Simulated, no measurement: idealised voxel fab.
Title: Process Module voxel wiring stack
The cross-section on display is named cut; it measures 165 nm wide, and its cells are 5 nm squares.
Cross-section format: a grid of square cells, given as bands from top to bottom; each band is one or more rows of cells.
Top, bottom (nm), then materials left to right with widths (nm); lone material tagged "throughout" fills the whole band edge to edge; "empty" = empty space.
The reference from which all heights are counted is 0, the level beneath which the as-received wafer is entirely one material; the lowest band, having no lower bound, proceeds downward and is written after the example "from 0 down".
Note: "30..40" means the width goes from the first number (top row of the band) to the second number (bottom row) in equal steps per row of cells.
"all unchanged" after a step means that no cell of the cross-section changed.
Entry "Closed void entries". Content: empty spaces with no open connection to the top, size 8 cells or greater. Each: width x height at distance. Distance: from left edge. Unit: nm.
The remark found on a step's line after its settings is issued by the simulator itself and pertains to that step.
"overlay nm", when on a step's line for a step with a mask, measures how far to the right of its planned place the mask lay; a negative measure means to the left.
Pairs follow: section before one process step, section after it down to the lowest changed band, step with settings underneath. Pairs may come from different runs of this module on the same starting wafer; continuity with the pair above only as stated in the "Pre-process state" entry.
-- Pre-process state
> from 120 to 110 | lowk 15 nm | TiN 5 nm | Cu 25 nm | TiN 5 nm | lowk 10 nm | TiN 5 nm | Cu 25 nm | TiN 5 nm | lowk 10 nm | TiN 5 nm | Cu 25 nm | TiN 5 nm | lowk 25 nm
> from 110 to 100 | lowk 15 nm | TiN 5 nm | Cu 15 nm | TiN 15..5 nm | lowk 10..20 nm | TiN 5 nm | Cu 15 nm | TiN 15..5 nm | lowk 10..20 nm | TiN 5 nm | Cu 15 nm | TiN 15..5 nm | lowk 25..35 nm
> from 100 to 95 | lowk 15 nm | TiN 10 nm | Cu 10 nm | TiN 5 nm | lowk 20 nm | TiN 10 nm | Cu 10 nm | TiN 5 nm | lowk 20 nm | TiN 10 nm | Cu 10 nm | TiN 5 nm | lowk 35 nm
> from 95 to 90 | SiCN 20 nm | TiN 20 nm | SiCN 25 nm | TiN 20 nm | SiCN 25 nm | TiN 20 nm | SiCN 35 nm
> from 90 to 65 | SiO2 15 nm | SiCN 5 nm | W 30 nm | SiCN 5 nm | SiO2 5 nm | SiCN 5 nm | W 30 nm | SiCN 5 nm | SiO2 5 nm | SiCN 5 nm | W 30 nm | SiCN 5 nm | SiO2 20 nm
> from 65 to 60 | SiCN 20 nm | TiN 30 nm | SiCN 15 nm | TiN 30 nm | SiCN 15 nm | TiN 30 nm | SiCN 25 nm
> from 60 to 45 | lowk 20 nm | Ru 15 nm | lowk 75 nm | Ru 15 nm | lowk 40 nm
> from 45 to 40 | SiCN 20 nm | Ru 15 nm | SiCN 75 nm | Ru 15 nm | SiCN 40 nm
> from 40 to 15 | SiO2 20 nm | TiN 5 nm | W 20 nm | TiN 5 nm | SiO2 15 nm | TiN 5 nm | W 20 nm | TiN 5 nm | SiO2 15 nm | TiN 5 nm | W 20 nm | TiN 5 nm | SiO2 25 nm
> from 15 to 10 | SiCN 20 nm | TiN 30 nm | SiCN 15 nm | TiN 30 nm | SiCN 15 nm | TiN 30 nm | SiCN 25 nm
> from 10 to 0 | SiO2 throughout
> from 0 down | Si throughout
> Closed void entries: none
-- Sectional Result
> from 125 to 120 | SiCN throughout
> Unchanged below 120.
> Closed void entries: none
The transition between the preceding cross-sections is accomplished by CONFORMAL_DEP, material SiCN, thk nm 5
-- Pre-process state
> from 75 to 60 | aC throughout
> from 60 to 45 | lowk throughout
> from 45 to 40 | SiCN throughout
> from 40 to 15 | SiO2 20 nm | TiN 5 nm | W 20 nm | TiN 5 nm | SiO2 15 nm | TiN 5 nm | W 20 nm | TiN 5 nm | SiO2 15 nm | TiN 5 nm | W 20 nm | TiN 5 nm | SiO2 25 nm
> from 15 to 10 | SiCN 20 nm | TiN 30 nm | SiCN 15 nm | TiN 30 nm | SiCN 15 nm | TiN 30 nm | SiCN 25 nm
> from 10 to 0 | SiO2 throughout
> from 0 down | Si throughout
> Closed void entries: none
-- Sectional Result
> from 110 to 75 | resist 15 nm | empty 15 nm | resist 75 nm | empty 15 nm | resist 45 nm
> Unchanged below 75.
> Closed void entries: none
The transition between the preceding cross-sections is accomplished by PATTERN, tone open, mask id PLUG_1, material resist, width nm 15, pitch nm 90, thk nm 35, overlay nm -5
Pre-process state: The initial state for this step is given by the after cross-section of the immediately preceding pair.
-- Sectional Result
> from 95 to 75 | resist 15 nm | empty 15 nm | resist 75 nm | empty 15 nm | resist 45 nm
> from 75 to 60 | aC 15 nm | empty 15 nm | aC 75 nm | empty 15 nm | aC 45 nm
> Unchanged below 60.
> Closed void entries: none
The transition between the preceding cross-sections is accomplished by DIRECTIONAL_ETCH, etch materials aC, depth nm 15
Pre-process state: The initial state for this step is given by the after cross-section of the immediately preceding pair.
-- Sectional Result
> from 75 to 60 | aC 15 nm | empty 15 nm | aC 75 nm | empty 15 nm | aC 45 nm
> Unchanged below 60.
> Closed void entries: none
The transition between the preceding cross-sections is accomplished by STRIP, etch materials resist
Pre-process state: The initial state for this step is given by the after cross-section of the immediately preceding pair.
-- Sectional Result
> from 75 to 60 | aC 15 nm | empty 15 nm | aC 75 nm | empty 15 nm | aC 45 nm
> from 60 to 45 | lowk 15 nm | empty 15 nm | lowk 75 nm | empty 15 nm | lowk 45 nm
> Unchanged below 45.
> Closed void entries: none
The transition between the preceding cross-sections is accomplished by DIRECTIONAL_ETCH, etch materials lowk, depth nm 15
Pre-process state: The initial state for this step is given by the after cross-section of the immediately preceding pair.
-- Sectional Result
> from 75 to 60 | aC 15 nm | empty 15 nm | aC 75 nm | empty 15 nm | aC 45 nm
> from 60 to 45 | lowk 15 nm | empty 15 nm | lowk 75 nm | empty 15 nm | lowk 45 nm
> from 45 to 40 | SiCN 15 nm | empty 15 nm | SiCN 75 nm | empty 15 nm | SiCN 45 nm
> Unchanged below 40.
> Closed void entries: none
The transition between the preceding cross-sections is accomplished by DIRECTIONAL_ETCH, etch materials SiCN, depth nm 5
Pre-process state: The initial state for this step is given by the after cross-section of the immediately preceding pair.
-- Sectional Result
> from 60 to 45 | lowk 15 nm | empty 15 nm | lowk 75 nm | empty 15 nm | lowk 45 nm
> Unchanged below 45.
> Closed void entries: none
The transition between the preceding cross-sections is accomplished by STRIP, etch materials aC
Pre-process state: The initial state for this step is given by the after cross-section of the immediately preceding pair.
-- Sectional Result
> from 60 to 50 | lowk 15 nm | empty 15 nm | lowk 75 nm | empty 15 nm | lowk 45 nm
> from 50 to 45 | lowk 15 nm | Ru 15 nm | lowk 75 nm | Ru 15 nm | lowk 45 nm
> from 45 to 40 | SiCN 15 nm | Ru 15 nm | SiCN 75 nm | Ru 15 nm | SiCN 45 nm
> Unchanged below 40.
> Closed void entries: none
The transition between the preceding cross-sections is accomplished by EPI, material Ru, thk nm 10
Pre-process state: The initial state for this step is given by the after cross-section of the immediately preceding pair.
-- Sectional Result
> from 60 to 45 | lowk 15 nm | Ru 15 nm | lowk 75 nm | Ru 15 nm | lowk 45 nm
> Unchanged below 45.
> Closed void entries: none
The transition between the preceding cross-sections is accomplished by EPI, material Ru, thk nm 10
Pre-process state: The initial state for this step is given by the after cross-section of the immediately preceding pair.
-- Sectional Result
> from 65 to 60 | TiN throughout
> Unchanged below 60.
> Closed void entries: none
The transition between the preceding cross-sections is accomplished by DIRECTIONAL_DEP, material TiN, thk nm 5
Pre-process state: The initial state for this step is given by the after cross-section of the immediately preceding pair.
-- Sectional Result
> from 90 to 65 | W throughout
> Unchanged below 65.
> Closed void entries: none
The transition between the preceding cross-sections is accomplished by DIRECTIONAL_DEP, material W, thk nm 25
Pre-process state: The initial state for this step is given by the after cross-section of the immediately preceding pair.
-- Sectional Result
> from 90 to 65 | empty 20 nm | W 30 nm | empty 15 nm | W 30 nm | empty 15 nm | W 30 nm | empty 25 nm
> Unchanged below 65.
> Closed void entries: none
The transition between the preceding cross-sections is accomplished by MASKED_ETCH, tone cover, mask id METAL_2, width nm 30, pitch nm 45, etch materials W, depth nm 25, overlay nm 0
Pre-process state: The initial state for this step is given by the after cross-section of the immediately preceding pair.
-- Sectional Result
> from 90 to 65 | empty 20 nm | W 30 nm | empty 15 nm | W 30 nm | empty 15 nm | W 30 nm | empty 25 nm
> from 65 to 60 | empty 20 nm | TiN 30 nm | empty 15 nm | TiN 30 nm | empty 15 nm | TiN 30 nm | empty 25 nm
> Unchanged below 60.
> Closed void entries: none
The transition between the preceding cross-sections is accomplished by MASKED_ETCH, tone cover, mask id METAL_2, width nm 30, pitch nm 45, etch materials TiN, depth nm 5, overlay nm 0
Pre-process state: The initial state for this step is given by the after cross-section of the immediately preceding pair.
-- Sectional Result
> from 95 to 90 | empty 15 nm | SiCN 40 nm | empty 5 nm | SiCN 40 nm | empty 5 nm | SiCN 40 nm | empty 20 nm
> from 90 to 65 | empty 15 nm | SiCN 5 nm | W 30 nm | SiCN 5 nm | empty 5 nm | SiCN 5 nm | W 30 nm | SiCN 5 nm | empty 5 nm | SiCN 5 nm | W 30 nm | SiCN 5 nm | empty 20 nm
> from 65 to 60 | SiCN 20 nm | TiN 30 nm | SiCN 15 nm | TiN 30 nm | SiCN 15 nm | TiN 30 nm | SiCN 25 nm
> Unchanged below 60.
> Closed void entries: none
The transition between the preceding cross-sections is accomplished by CONFORMAL_DEP, material SiCN, thk nm 5
Pre-process state: The initial state for this step is given by the after cross-section of the immediately preceding pair.
-- Sectional Result
> from 100 to 95 | SiO2 throughout
> from 95 to 90 | SiO2 15 nm | SiCN 40 nm | SiO2 5 nm | SiCN 40 nm | SiO2 5 nm | SiCN 40 nm | SiO2 20 nm
> from 90 to 65 | SiO2 15 nm | SiCN 5 nm | W 30 nm | SiCN 5 nm | SiO2 5 nm | SiCN 5 nm | W 30 nm | SiCN 5 nm | SiO2 5 nm | SiCN 5 nm | W 30 nm | SiCN 5 nm | SiO2 20 nm
> Unchanged below 65.
> Closed void entries: none
The transition between the preceding cross-sections is accomplished by FILL_DEP, material SiO2, thk nm 5
Pre-process state: The initial state for this step is given by the after cross-section of the immediately preceding pair.
-- Sectional Result
> from 90 to 65 | SiO2 15 nm | SiCN 5 nm | W 30 nm | SiCN 5 nm | SiO2 5 nm | SiCN 5 nm | W 30 nm | SiCN 5 nm | SiO2 5 nm | SiCN 5 nm | W 30 nm | SiCN 5 nm | SiO2 20 nm
> Unchanged below 65.
> Closed void entries: none
The transition between the preceding cross-sections is accomplished by CMP, height nm 90
Pre-process state: The initial state for this step is given by the after cross-section of the immediately preceding pair.
-- Sectional Result
> from 95 to 90 | SiCN throughout
> Unchanged below 90.
> Closed void entries: none
The transition between the preceding cross-sections is accomplished by CONFORMAL_DEP, material SiCN, thk nm 5
Pre-process state: The initial state for this step is given by the after cross-section of the immediately preceding pair.
-- Sectional Result
> from 120 to 95 | lowk throughout
> Unchanged below 95.
> Closed void entries: none
The transition between the preceding cross-sections is accomplished by DIRECTIONAL_DEP, material lowk, thk nm 25
Pre-process state: The initial state for this step is given by the after cross-section of the immediately preceding pair.
-- Sectional Result
> from 135 to 120 | aC throughout
> Unchanged below 120.
> Closed void entries: none
The transition between the preceding cross-sections is accomplished by DIRECTIONAL_DEP, material aC, thk nm 15
Pre-process state: The initial state for this step is given by the after cross-section of the immediately preceding pair.
-- Sectional Result
> from 170 to 135 | resist 20 nm | empty 15 nm | resist 30 nm | empty 15 nm | resist 30 nm | empty 15 nm | resist 40 nm
> Unchanged below 135.
> Closed void entries: none
The transition between the preceding cross-sections is accomplished by PATTERN, tone open, mask id METAL_3_HOLES, material resist, width nm 15, pitch nm 45, thk nm 35, overlay nm 0
Pre-process state: The initial state for this step is given by the after cross-section of the immediately preceding pair.
-- Sectional Result
> from 155 to 135 | resist 20 nm | empty 15 nm | resist 30 nm | empty 15 nm | resist 30 nm | empty 15 nm | resist 40 nm
> from 135 to 120 | aC 20 nm | empty 15 nm | aC 30 nm | empty 15 nm | aC 30 nm | empty 15 nm | aC 40 nm
> Unchanged below 120.
> Closed void entries: none
The transition between the preceding cross-sections is accomplished by DIRECTIONAL_ETCH, etch materials aC, depth nm 15
Pre-process state: The initial state for this step is given by the after cross-section of the immediately preceding pair.
-- Sectional Result
> from 135 to 120 | aC 20 nm | empty 15 nm | aC 30 nm | empty 15 nm | aC 30 nm | empty 15 nm | aC 40 nm
> Unchanged below 120.
> Closed void entries: none
The transition between the preceding cross-sections is accomplished by STRIP, etch materials resist
Pre-process state: The initial state for this step is given by the after cross-section of the immediately preceding pair.
-- Sectional Result
> from 135 to 120 | aC 20 nm | empty 15 nm | aC 30 nm | empty 15 nm | aC 30 nm | empty 15 nm | aC 40 nm
> from 120 to 95 | lowk 20 nm | empty 15 nm | lowk 30 nm | empty 15 nm | lowk 30 nm | empty 15 nm | lowk 40 nm
> Unchanged below 95.
> Closed void entries: none
The transition between the preceding cross-sections is accomplished by DIRECTIONAL_ETCH, etch materials lowk, depth nm 25
Pre-process state: The initial state for this step is given by the after cross-section of the immediately preceding pair.
-- Sectional Result
> from 120 to 95 | lowk 20 nm | empty 15 nm | lowk 30 nm | empty 15 nm | lowk 30 nm | empty 15 nm | lowk 40 nm
> Unchanged below 95.
> Closed void entries: none
The transition between the preceding cross-sections is accomplished by STRIP, etch materials aC
Pre-process state: The initial state for this step is given by the after cross-section of the immediately preceding pair.
-- Sectional Result
> from 135 to 120 | resist 20 nm | empty 30 nm | resist 15 nm | empty 30 nm | resist 15 nm | empty 30 nm | resist 25 nm
> Unchanged below 120.
> Closed void entries: none
The transition between the preceding cross-sections is accomplished by PATTERN, tone open, mask id METAL_3, material resist, width nm 30, pitch nm 45, thk nm 15, overlay nm 0
Pre-process state: The initial state for this step is given by the after cross-section of the immediately preceding pair.
-- Sectional Result
> from 135 to 120 | resist 20 nm | empty 30 nm | resist 15 nm | empty 30 nm | resist 15 nm | empty 30 nm | resist 25 nm
> from 120 to 105 | lowk 20 nm | empty 30 nm | lowk 15 nm | empty 30 nm | lowk 15 nm | empty 30 nm | lowk 25 nm
> Unchanged below 105.
> Closed void entries: none
The transition between the preceding cross-sections is accomplished by DIRECTIONAL_ETCH, etch materials lowk, depth nm 15
Pre-process state: The initial state for this step is given by the after cross-section of the immediately preceding pair.
-- Sectional Result
> from 135 to 120 | resist 20 nm | empty 30 nm | resist 15 nm | empty 30 nm | resist 15 nm | empty 30 nm | resist 25 nm
> from 120 to 105 | lowk 20 nm | empty 30 nm | lowk 15 nm | empty 30 nm | lowk 15 nm | empty 30 nm | lowk 25 nm
> from 105 to 95 | lowk 20 nm | empty 15 nm | lowk 30 nm | empty 15 nm | lowk 30 nm | empty 15 nm | lowk 40 nm
> from 95 to 90 | SiCN 20 nm | empty 15 nm | SiCN 30 nm | empty 15 nm | SiCN 30 nm | empty 15 nm | SiCN 40 nm
> Unchanged below 90.
> Closed void entries: none
The transition between the preceding cross-sections is accomplished by DIRECTIONAL_ETCH, etch materials SiCN, depth nm 5
Pre-process state: The initial state for this step is given by the after cross-section of the immediately preceding pair.
-- Sectional Result
> from 120 to 105 | lowk 20 nm | empty 30 nm | lowk 15 nm | empty 30 nm | lowk 15 nm | empty 30 nm | lowk 25 nm
> Unchanged below 105.
> Closed void entries: none
The transition between the preceding cross-sections is accomplished by STRIP, etch materials resist
Pre-process state: The initial state for this step is given by the after cross-section of the immediately preceding pair.
-- Sectional Result
> from 125 to 120 | TiN 25 nm | empty 20 nm | TiN 25 nm | empty 20 nm | TiN 25 nm | empty 20 nm | TiN 30 nm
> from 120 to 110 | lowk 20 nm | TiN 5 nm | empty 20 nm | TiN 5 nm | lowk 15 nm | TiN 5 nm | empty 20 nm | TiN 5 nm | lowk 15 nm | TiN 5 nm | empty 20 nm | TiN 5 nm | lowk 25 nm
> from 110 to 105 | lowk 20 nm | TiN 5 nm | empty 5 nm | TiN 20 nm | lowk 15 nm | TiN 5 nm | empty 5 nm | TiN 20 nm | lowk 15 nm | TiN 5 nm | empty 5 nm | TiN 20 nm | lowk 25 nm
> from 105 to 95 | lowk 20 nm | TiN 5 nm | empty 5 nm | TiN 5 nm | lowk 30 nm | TiN 5 nm | empty 5 nm | TiN 5 nm | lowk 30 nm | TiN 5 nm | empty 5 nm | TiN 5 nm | lowk 40 nm
> from 95 to 90 | SiCN 20 nm | TiN 15 nm | SiCN 30 nm | TiN 15 nm | SiCN 30 nm | TiN 15 nm | SiCN 40 nm
> Unchanged below 90.
> Closed void entries: none
The transition between the preceding cross-sections is accomplished by CONFORMAL_DEP, material TiN, thk nm 5
Pre-process state: The initial state for this step is given by the after cross-section of the immediately preceding pair.
-- Sectional Result
> from 130 to 125 | Cu throughout
> from 125 to 120 | TiN 25 nm | Cu 20 nm | TiN 25 nm | Cu 20 nm | TiN 25 nm | Cu 20 nm | TiN 30 nm
> from 120 to 110 | lowk 20 nm | TiN 5 nm | Cu 20 nm | TiN 5 nm | lowk 15 nm | TiN 5 nm | Cu 20 nm | TiN 5 nm | lowk 15 nm | TiN 5 nm | Cu 20 nm | TiN 5 nm | lowk 25 nm
> from 110 to 105 | lowk 20 nm | TiN 5 nm | Cu 5 nm | TiN 20 nm | lowk 15 nm | TiN 5 nm | Cu 5 nm | TiN 20 nm | lowk 15 nm | TiN 5 nm | Cu 5 nm | TiN 20 nm | lowk 25 nm
> from 105 to 95 | lowk 20 nm | TiN 5 nm | Cu 5 nm | TiN 5 nm | lowk 30 nm | TiN 5 nm | Cu 5 nm | TiN 5 nm | lowk 30 nm | TiN 5 nm | Cu 5 nm | TiN 5 nm | lowk 40 nm
> Unchanged below 95.
> Closed void entries: none
The transition between the preceding cross-sections is accomplished by FILL_DEP, material Cu, thk nm 5
Pre-process state: The initial state for this step is given by the after cross-section of the immediately preceding pair.
-- Sectional Result
> from 120 to 110 | lowk 20 nm | TiN 5 nm | Cu 20 nm | TiN 5 nm | lowk 15 nm | TiN 5 nm | Cu 20 nm | TiN 5 nm | lowk 15 nm | TiN 5 nm | Cu 20 nm | TiN 5 nm | lowk 25 nm
> Unchanged below 110.
> Closed void entries: none
The transition between the preceding cross-sections is accomplished by CMP, height nm 120
Pre-process state: The initial state for this step is given by the after cross-section of the immediately preceding pair.
-- Sectional Result
> from 125 to 120 | SiCN throughout
> Unchanged below 120.
> Closed void entries: none
The transition between the preceding cross-sections is accomplished by CONFORMAL_DEP, material SiCN, thk nm 5
-- Pre-process state
> from 95 to 90 | empty 15 nm | SiCN 40 nm | empty 5 nm | SiCN 40 nm | empty 5 nm | SiCN 40 nm | empty 20 nm
> from 90 to 65 | empty 15 nm | SiCN 5 nm | W 30 nm | SiCN 5 nm | empty 5 nm | SiCN 5 nm | W 30 nm | SiCN 5 nm | empty 5 nm | SiCN 5 nm | W 30 nm | SiCN 5 nm | empty 20 nm
> from 65 to 60 | SiCN 20 nm | TiN 30 nm | SiCN 15 nm | TiN 30 nm | SiCN 15 nm | TiN 30 nm | SiCN 25 nm
> from 60 to 45 | lowk 20 nm | Ru 15 nm | lowk 75 nm | Ru 15 nm | lowk 40 nm
> from 45 to 40 | SiCN 20 nm | Ru 15 nm | SiCN 75 nm | Ru 15 nm | SiCN 40 nm
> from 40 to 15 | SiO2 20 nm | TiN 5 nm | W 20 nm | TiN 5 nm | SiO2 15 nm | TiN 5 nm | W 20 nm | TiN 5 nm | SiO2 15 nm | TiN 5 nm | W 20 nm | TiN 5 nm | SiO2 25 nm
> from 15 to 10 | SiCN 20 nm | TiN 30 nm | SiCN 15 nm | TiN 30 nm | SiCN 15 nm | TiN 30 nm | SiCN 25 nm
> from 10 to 0 | SiO2 throughout
> from 0 down | Si throughout
> Closed void entries: none
-- Sectional Result
> from 100 to 95 | lowk throughout
> from 95 to 90 | lowk 15 nm | SiCN 40 nm | lowk 5 nm | SiCN 40 nm | lowk 5 nm | SiCN 40 nm | lowk 20 nm
> from 90 to 65 | lowk 15 nm | SiCN 5 nm | W 30 nm | SiCN 5 nm | lowk 5 nm | SiCN 5 nm | W 30 nm | SiCN 5 nm | lowk 5 nm | SiCN 5 nm | W 30 nm | SiCN 5 nm | lowk 20 nm
> Unchanged below 65.
> Closed void entries: none
The transition between the preceding cross-sections is accomplished by FILL_DEP, material lowk, thk nm 5
Pre-process state: The initial state for this step is given by the after cross-section of the immediately preceding pair.
-- Sectional Result
> from 90 to 65 | lowk 15 nm | SiCN 5 nm | W 30 nm | SiCN 5 nm | lowk 5 nm | SiCN 5 nm | W 30 nm | SiCN 5 nm | lowk 5 nm | SiCN 5 nm | W 30 nm | SiCN 5 nm | lowk 20 nm
> Unchanged below 65.
> Closed void entries: none
The transition between the preceding cross-sections is accomplished by CMP, height nm 90
Pre-process state: The initial state for this step is given by the after cross-section of the immediately preceding pair.
-- Sectional Result
> from 95 to 90 | SiCN throughout
> Unchanged below 90.
> Closed void entries: none
The transition between the preceding cross-sections is accomplished by CONFORMAL_DEP, material SiCN, thk nm 5
Pre-process state: The initial state for this step is given by the after cross-section of the immediately preceding pair.
-- Sectional Result
> from 120 to 95 | lowk throughout
> Unchanged below 95.
> Closed void entries: none
The transition between the preceding cross-sections is accomplished by DIRECTIONAL_DEP, material lowk, thk nm 25
Pre-process state: The initial state for this step is given by the after cross-section of the immediately preceding pair.
-- Sectional Result
> from 135 to 120 | aC throughout
> Unchanged below 120.
> Closed void entries: none
The transition between the preceding cross-sections is accomplished by DIRECTIONAL_DEP, material aC, thk nm 15
Pre-process state: The initial state for this step is given by the after cross-section of the immediately preceding pair.
-- Sectional Result
> from 170 to 135 | resist 20 nm | empty 15 nm | resist 30 nm | empty 15 nm | resist 30 nm | empty 15 nm | resist 40 nm
> Unchanged below 135.
> Closed void entries: none
The transition between the preceding cross-sections is accomplished by PATTERN, tone open, mask id METAL_3_HOLES, material resist, width nm 15, pitch nm 45, thk nm 35, overlay nm 0
Pre-process state: The initial state for this step is given by the after cross-section of the immediately preceding pair.
-- Sectional Result
> from 155 to 135 | resist 20 nm | empty 15 nm | resist 30 nm | empty 15 nm | resist 30 nm | empty 15 nm | resist 40 nm
> from 135 to 120 | aC 20 nm | empty 15 nm | aC 30 nm | empty 15 nm | aC 30 nm | empty 15 nm | aC 40 nm
> Unchanged below 120.
> Closed void entries: none
The transition between the preceding cross-sections is accomplished by DIRECTIONAL_ETCH, etch materials aC, depth nm 15
Pre-process state: The initial state for this step is given by the after cross-section of the immediately preceding pair.
-- Sectional Result
> from 135 to 120 | aC 20 nm | empty 15 nm | aC 30 nm | empty 15 nm | aC 30 nm | empty 15 nm | aC 40 nm
> Unchanged below 120.
> Closed void entries: none
The transition between the preceding cross-sections is accomplished by STRIP, etch materials resist
Pre-process state: The initial state for this step is given by the after cross-section of the immediately preceding pair.
-- Sectional Result
> from 135 to 120 | aC 20 nm | empty 15 nm | aC 30 nm | empty 15 nm | aC 30 nm | empty 15 nm | aC 40 nm
> from 120 to 95 | lowk 20 nm | empty 15 nm | lowk 30 nm | empty 15 nm | lowk 30 nm | empty 15 nm | lowk 40 nm
> Unchanged below 95.
> Closed void entries: none
The transition between the preceding cross-sections is accomplished by DIRECTIONAL_ETCH, etch materials lowk, depth nm 25
Pre-process state: The initial state for this step is given by the after cross-section of the immediately preceding pair.
-- Sectional Result
> from 120 to 95 | lowk 20 nm | empty 15 nm | lowk 30 nm | empty 15 nm | lowk 30 nm | empty 15 nm | lowk 40 nm
> Unchanged below 95.
> Closed void entries: none
The transition between the preceding cross-sections is accomplished by STRIP, etch materials aC
Pre-process state: The initial state for this step is given by the after cross-section of the immediately preceding pair.
-- Sectional Result
> from 135 to 120 | resist 20 nm | empty 30 nm | resist 15 nm | empty 30 nm | resist 15 nm | empty 30 nm | resist 25 nm
> Unchanged below 120.
> Closed void entries: none
The transition between the preceding cross-sections is accomplished by PATTERN, tone open, mask id METAL_3, material resist, width nm 30, pitch nm 45, thk nm 15, overlay nm 0
Pre-process state: The initial state for this step is given by the after cross-section of the immediately preceding pair.
-- Sectional Result
> from 135 to 120 | resist 20 nm | empty 30 nm | resist 15 nm | empty 30 nm | resist 15 nm | empty 30 nm | resist 25 nm
> from 120 to 105 | lowk 20 nm | empty 30 nm | lowk 15 nm | empty 30 nm | lowk 15 nm | empty 30 nm | lowk 25 nm
> Unchanged below 105.
> Closed void entries: none
The transition between the preceding cross-sections is accomplished by DIRECTIONAL_ETCH, etch materials lowk, depth nm 15
Pre-process state: The initial state for this step is given by the after cross-section of the immediately preceding pair.
-- Sectional Result
> from 135 to 120 | resist 20 nm | empty 30 nm | resist 15 nm | empty 30 nm | resist 15 nm | empty 30 nm | resist 25 nm
> from 120 to 105 | lowk 20 nm | empty 30 nm | lowk 15 nm | empty 30 nm | lowk 15 nm | empty 30 nm | lowk 25 nm
> from 105 to 95 | lowk 20 nm | empty 15 nm | lowk 30 nm | empty 15 nm | lowk 30 nm | empty 15 nm | lowk 40 nm
> from 95 to 90 | SiCN 20 nm | empty 15 nm | SiCN 30 nm | empty 15 nm | SiCN 30 nm | empty 15 nm | SiCN 40 nm
> Unchanged below 90.
> Closed void entries: none
The transition between the preceding cross-sections is accomplished by DIRECTIONAL_ETCH, etch materials SiCN, depth nm 5
Pre-process state: The initial state for this step is given by the after cross-section of the immediately preceding pair.
-- Sectional Result
> from 120 to 105 | lowk 20 nm | empty 30 nm | lowk 15 nm | empty 30 nm | lowk 15 nm | empty 30 nm | lowk 25 nm
> Unchanged below 105.
> Closed void entries: none
The transition between the preceding cross-sections is accomplished by STRIP, etch materials resist
Pre-process state: The initial state for this step is given by the after cross-section of the immediately preceding pair.
-- Sectional Result
> from 125 to 120 | TiN 25 nm | empty 20 nm | TiN 25 nm | empty 20 nm | TiN 25 nm | empty 20 nm | TiN 30 nm
> from 120 to 110 | lowk 20 nm | TiN 5 nm | empty 20 nm | TiN 5 nm | lowk 15 nm | TiN 5 nm | empty 20 nm | TiN 5 nm | lowk 15 nm | TiN 5 nm | empty 20 nm | TiN 5 nm | lowk 25 nm
> from 110 to 105 | lowk 20 nm | TiN 5 nm | empty 5 nm | TiN 20 nm | lowk 15 nm | TiN 5 nm | empty 5 nm | TiN 20 nm | lowk 15 nm | TiN 5 nm | empty 5 nm | TiN 20 nm | lowk 25 nm
> from 105 to 95 | lowk 20 nm | TiN 5 nm | empty 5 nm | TiN 5 nm | lowk 30 nm | TiN 5 nm | empty 5 nm | TiN 5 nm | lowk 30 nm | TiN 5 nm | empty 5 nm | TiN 5 nm | lowk 40 nm
> from 95 to 90 | SiCN 20 nm | TiN 15 nm | SiCN 30 nm | TiN 15 nm | SiCN 30 nm | TiN 15 nm | SiCN 40 nm
> Unchanged below 90.
> Closed void entries: none
The transition between the preceding cross-sections is accomplished by CONFORMAL_DEP, material TiN, thk nm 5
Pre-process state: The initial state for this step is given by the after cross-section of the immediately preceding pair.
-- Sectional Result
> from 130 to 125 | Cu throughout
> from 125 to 120 | TiN 25 nm | Cu 20 nm | TiN 25 nm | Cu 20 nm | TiN 25 nm | Cu 20 nm | TiN 30 nm
> from 120 to 110 | lowk 20 nm | TiN 5 nm | Cu 20 nm | TiN 5 nm | lowk 15 nm | TiN 5 nm | Cu 20 nm | TiN 5 nm | lowk 15 nm | TiN 5 nm | Cu 20 nm | TiN 5 nm | lowk 25 nm
> from 110 to 105 | lowk 20 nm | TiN 5 nm | Cu 5 nm | TiN 20 nm | lowk 15 nm | TiN 5 nm | Cu 5 nm | TiN 20 nm | lowk 15 nm | TiN 5 nm | Cu 5 nm | TiN 20 nm | lowk 25 nm
> from 105 to 95 | lowk 20 nm | TiN 5 nm | Cu 5 nm | TiN 5 nm | lowk 30 nm | TiN 5 nm | Cu 5 nm | TiN 5 nm | lowk 30 nm | TiN 5 nm | Cu 5 nm | TiN 5 nm | lowk 40 nm
> Unchanged below 95.
> Closed void entries: none
The transition between the preceding cross-sections is accomplished by FILL_DEP, material Cu, thk nm 5
Pre-process state: The initial state for this step is given by the after cross-section of the immediately preceding pair.
-- Sectional Result
> from 120 to 110 | lowk 20 nm | TiN 5 nm | Cu 20 nm | TiN 5 nm | lowk 15 nm | TiN 5 nm | Cu 20 nm | TiN 5 nm | lowk 15 nm | TiN 5 nm | Cu 20 nm | TiN 5 nm | lowk 25 nm
> Unchanged below 110.
> Closed void entries: none
The transition between the preceding cross-sections is accomplished by CMP, height nm 120
Pre-process state: The initial state for this step is given by the after cross-section of the immediately preceding pair.
-- Sectional Result
> from 125 to 120 | SiCN throughout
> Unchanged below 120.
> Closed void entries: none
The transition between the preceding cross-sections is accomplished by CONFORMAL_DEP, material SiCN, thk nm 5
-- Pre-process state
> from 90 to 65 | W throughout
> from 65 to 60 | TiN throughout
> from 60 to 45 | lowk 20 nm | Ru 15 nm | lowk 75 nm | Ru 15 nm | lowk 40 nm
> from 45 to 40 | SiCN 20 nm | Ru 15 nm | SiCN 75 nm | Ru 15 nm | SiCN 40 nm
> from 40 to 15 | SiO2 20 nm | TiN 5 nm | W 20 nm | TiN 5 nm | SiO2 15 nm | TiN 5 nm | W 20 nm | TiN 5 nm | SiO2 15 nm | TiN 5 nm | W 20 nm | TiN 5 nm | SiO2 25 nm
> from 15 to 10 | SiCN 20 nm | TiN 30 nm | SiCN 15 nm | TiN 30 nm | SiCN 15 nm | TiN 30 nm | SiCN 25 nm
> from 10 to 0 | SiO2 throughout
> from 0 down | Si throughout
> Closed void entries: none
-- Sectional Result
> from 90 to 65 | W 20 nm | empty 30 nm | W 15 nm | empty 30 nm | W 15 nm | empty 30 nm | W 25 nm
> Unchanged below 65.
> Closed void entries: none
The transition between the preceding cross-sections is accomplished by MASKED_ETCH, tone open, mask id METAL_2, width nm 30, pitch nm 45, etch materials W, depth nm 25, overlay nm 0
Pre-process state: The initial state for this step is given by the after cross-section of the immediately preceding pair.
-- Sectional Result
> from 95 to 90 | SiCN 25 nm | empty 20 nm | SiCN 25 nm | empty 20 nm | SiCN 25 nm | empty 20 nm | SiCN 30 nm
> from 90 to 70 | W 20 nm | SiCN 5 nm | empty 20 nm | SiCN 5 nm | W 15 nm | SiCN 5 nm | empty 20 nm | SiCN 5 nm | W 15 nm | SiCN 5 nm | empty 20 nm | SiCN 5 nm | W 25 nm
> from 70 to 65 | W 20 nm | SiCN 30 nm | W 15 nm | SiCN 30 nm | W 15 nm | SiCN 30 nm | W 25 nm
> Unchanged below 65.
> Closed void entries: none
The transition between the preceding cross-sections is accomplished by CONFORMAL_DEP, material SiCN, thk nm 5
